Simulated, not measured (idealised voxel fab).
process module | voxel transistor to metal
cross-section cut | 215 nm wide | cells 5 nm
A cross-section is a grid of square cells, given in bands from the top down. A band is one or more rows of cells.
Each band's line starts with the height of the band's top and of its bottom, in nm. Then come its materials from left to right, each with its width in nm. One material with "throughout" fills the band from edge to edge. "air" is empty space.
Height 0 is the level under which the wafer as received is all one material. The lowest band goes on downwards, as in "0 down".
A width such as "30 to 40" changes by the same amount from each row of cells to the next, from the band's top row to its bottom row.
"no change" after a step means that no cell of the cross-section changed.
closed voids: empty space of 8 cells or more with no open way to the top, each as width x height at its distance from the left edge, in nm
after a step's settings: what the simulator itself notes on the step
overlay nm, on a step with a mask: how far to the right of its planned place the mask lay; to the left if negative
plan
1 op RECEIVE | material Si
2 op OXIDIZE | depth nm 5
3 op CONFORMAL_DEP | material SiN | thk nm 15
4 op MASKED_ETCH | tone cover | mask id ACTIVE | width nm 135 | etch materials SiN | depth nm 15 | overlay nm 0
5 op MASKED_ETCH | tone cover | mask id ACTIVE | width nm 135 | etch materials SiO2 | depth nm 5 | overlay nm 0
6 op MASKED_ETCH | tone cover | mask id ACTIVE | width nm 135 | etch materials Si | depth nm 35 | overlay nm 0
7 op OXIDIZE | depth nm 5
8 op FILL_DEP | material SiO2 | thk nm 5
9 op CMP | height nm 15
10 op SELECTIVE_ETCH | etch materials SiO2 | depth nm 10
11 op STRIP | etch materials SiN
12 op SELECTIVE_ETCH | etch materials SiO2 | depth nm 5
13 op OXIDIZE | depth nm 5
14 op DIRECTIONAL_DEP | material polySi | thk nm 25
15 op DIRECTIONAL_DEP | material SiCN | thk nm 10
16 op PATTERN | tone cover | mask id GATE | material resist | width nm 35 | thk nm 15 | overlay nm 0
17 op DIRECTIONAL_ETCH | etch materials SiCN | depth nm 20
18 op DIRECTIONAL_ETCH | etch materials polySi | depth nm 35
19 op STRIP | etch materials resist
20 op CONFORMAL_DEP | material SiO2 | thk nm 5
21 op DIRECTIONAL_ETCH | etch materials SiO2 | depth nm 5
22 op CONFORMAL_DEP | material SiN | thk nm 5
23 op DIRECTIONAL_ETCH | etch materials SiN | depth nm 5
24 op DIRECTIONAL_ETCH | etch materials SiO2 | depth nm 5
25 op DIRECTIONAL_ETCH | etch materials Si | depth nm 5
26 op EPI | material pSi | thk nm 5
27 op FILL_DEP | material SiO2 | thk nm 10
28 op CMP | height nm 20
29 op STRIP | etch materials polySi
30 op SELECTIVE_ETCH | etch materials SiO2 | depth nm 5
31 op CONFORMAL_DEP | material HfO2 | thk nm 5
32 op CONFORMAL_DEP | material TiN | thk nm 5
33 op FILL_DEP | material W | thk nm 5
34 op CMP | height nm 15
35 op DIRECTIONAL_DEP | material SiO2 | thk nm 15
36 op MASKED_ETCH | tone open | mask id CONTACT | width nm 20 | pitch nm 95 | etch materials SiO2 | depth nm 40 | overlay nm 0
37 op CONFORMAL_DEP | material TiN | thk nm 5
38 op FILL_DEP | material Ru | thk nm 10
39 op CMP | height nm 30
40 op DIRECTIONAL_DEP | material TiN | thk nm 5
41 op DIRECTIONAL_DEP | material W | thk nm 20
42 op PATTERN | tone cover | mask id METAL_1 | material resist | width nm 20 | pitch nm 95 | thk nm 15 | overlay nm 0
43 op DIRECTIONAL_ETCH | etch materials W | depth nm 20
44 op DIRECTIONAL_ETCH | etch materials TiN | depth nm 5
45 op STRIP | etch materials resist
46 op CONFORMAL_DEP | material SiCN | thk nm 5
47 op FILL_DEP | material lowk | thk nm 5
48 op CMP | height nm 55
49 op CONFORMAL_DEP | material SiCN | thk nm 5
50 op DIRECTIONAL_DEP | material lowk | thk nm 25
51 op PATTERN | tone open | mask id METAL_2_HOLES | material resist | width nm 15 | pitch nm 95 | thk nm 20 | overlay nm 0
52 op DIRECTIONAL_ETCH | etch materials lowk | depth nm 25
53 op STRIP | etch materials resist
54 op DIRECTIONAL_DEP | material aC | thk nm 10
55 op PATTERN | tone open | mask id METAL_2 | material resist | width nm 20 | pitch nm 95 | thk nm 25 | overlay nm 0
56 op DIRECTIONAL_ETCH | etch materials aC | depth nm 10
57 op STRIP | etch materials resist
58 op DIRECTIONAL_ETCH | etch materials lowk | depth nm 15
59 op DIRECTIONAL_ETCH | etch materials SiCN | depth nm 5
60 op STRIP | etch materials aC
61 op CONFORMAL_DEP | material TiN | thk nm 5
62 op FILL_DEP | material Ru | thk nm 5
63 op CMP | height nm 85
64 op CONFORMAL_DEP | material SiCN | thk nm 5
as received, after step 1
  0 down: Si throughout
  closed voids: none
first wafer at the end, as planned
  90 to 85: SiCN throughout
  85 to 75: lowk 50 | TiN 5 | Ru 10 | TiN 5 | lowk 75 | TiN 5 | Ru 10 | TiN 5 | lowk 50
  75 to 70: lowk 50 | TiN 5 | Ru 5 | TiN 10 | lowk 75 | TiN 5 | Ru 5 | TiN 10 | lowk 50
  70 to 60: lowk 50 | TiN 5 | Ru 5 | TiN 5 | lowk 80 | TiN 5 | Ru 5 | TiN 5 | lowk 55
  60 to 55: SiCN 50 | TiN 15 | SiCN 80 | TiN 15 | SiCN 55
  55 to 35: lowk 45 | SiCN 5 | W 20 | SiCN 5 | lowk 65 | SiCN 5 | W 20 | SiCN 5 | lowk 45
  35 to 30: SiCN 50 | TiN 20 | SiCN 75 | TiN 20 | SiCN 50
  30 to 15: SiO2 50 | TiN 5 | Ru 10 | TiN 5 | SiO2 75 | TiN 5 | Ru 10 | TiN 5 | SiO2 50
  15 to 0: SiO2 50 | TiN 5 | Ru 10 | TiN 5 | SiO2 10 | SiN 5 | HfO2 5 | TiN 5 | W 25 | TiN 5 | HfO2 5 | SiN 5 | SiO2 10 | TiN 5 | Ru 10 | TiN 5 | SiO2 50
  0 to -5: SiO2 40 | SiN 5 | SiO2 5 | TiN 5 | Ru 10 | TiN 5 | SiO2 10 | SiN 5 | HfO2 5 | TiN 35 | HfO2 5 | SiN 5 | SiO2 10 | TiN 5 | Ru 10 | TiN 5 | SiO2 5 | SiN 5 | SiO2 40
  -5 to -10: SiO2 50 | TiN 20 | SiO2 5 | pSi 5 | SiO2 5 | HfO2 45 | SiO2 5 | pSi 5 | SiO2 5 | TiN 20 | SiO2 50
  -10 to -15: SiO2 45 | pSi 35 | Si 55 | pSi 35 | SiO2 45
  -15 to -45: SiO2 45 | Si 125 | SiO2 45
  -45 down: Si throughout
  closed voids: none
second wafer at the end: like start, like plan, one mistake
  90 to 85: SiCN throughout
  85 to 75: lowk 50 | TiN 5 | Ru 10 | TiN 5 | lowk 75 | TiN 5 | Ru 10 | TiN 5 | lowk 50
  75 to 70: lowk 50 | TiN 5 | Ru 5 | TiN 10 | lowk 75 | TiN 5 | Ru 5 | TiN 10 | lowk 50
  70 to 60: lowk 50 | TiN 5 | Ru 5 | TiN 5 | lowk 80 | TiN 5 | Ru 5 | TiN 5 | lowk 55
  60 to 55: SiCN 50 | TiN 15 | SiCN 80 | TiN 15 | SiCN 55
  55 to 35: lowk 45 | SiCN 5 | W 20 | SiCN 5 | lowk 65 | SiCN 5 | W 20 | SiCN 5 | lowk 45
  35 to 30: SiCN 50 | TiN 20 | SiCN 75 | TiN 20 | SiCN 50
  30 to 15: SiO2 50 | TiN 5 | Ru 10 | TiN 5 | SiO2 75 | TiN 5 | Ru 10 | TiN 5 | SiO2 50
  15 to 0: SiO2 50 | TiN 5 | Ru 10 | TiN 5 | SiO2 10 | SiN 5 | HfO2 5 | TiN 5 | W 25 | TiN 5 | HfO2 5 | SiN 5 | SiO2 10 | TiN 5 | Ru 10 | TiN 5 | SiO2 50
  0 to -5: SiO2 45 | SiN 5 | TiN 10 | Ru 5 | TiN 5 | SiO2 10 | SiN 5 | HfO2 5 | TiN 35 | HfO2 5 | SiN 5 | SiO2 10 | TiN 5 | Ru 5 | TiN 10 | SiN 5 | SiO2 45
  -5 to -10: SiO2 50 | pSi 5 | TiN 15 | SiO2 5 | pSi 5 | SiO2 5 | HfO2 45 | SiO2 5 | pSi 5 | SiO2 5 | TiN 15 | pSi 5 | SiO2 50
  -10 to -15: SiO2 45 | Si 5 | pSi 30 | Si 55 | pSi 30 | Si 5 | SiO2 45
  -15 to -45: SiO2 45 | Si 125 | SiO2 45
  -45 down: Si throughout
  closed voids: none
what went wrong: step 4 ran as: op MASKED_ETCH | tone cover | mask id ACTIVE | width nm 125 | etch materials SiN | depth nm 15 | overlay nm 0
at the end the second wafer has, in cells: 2 fewer of Ru | 2 more of Si
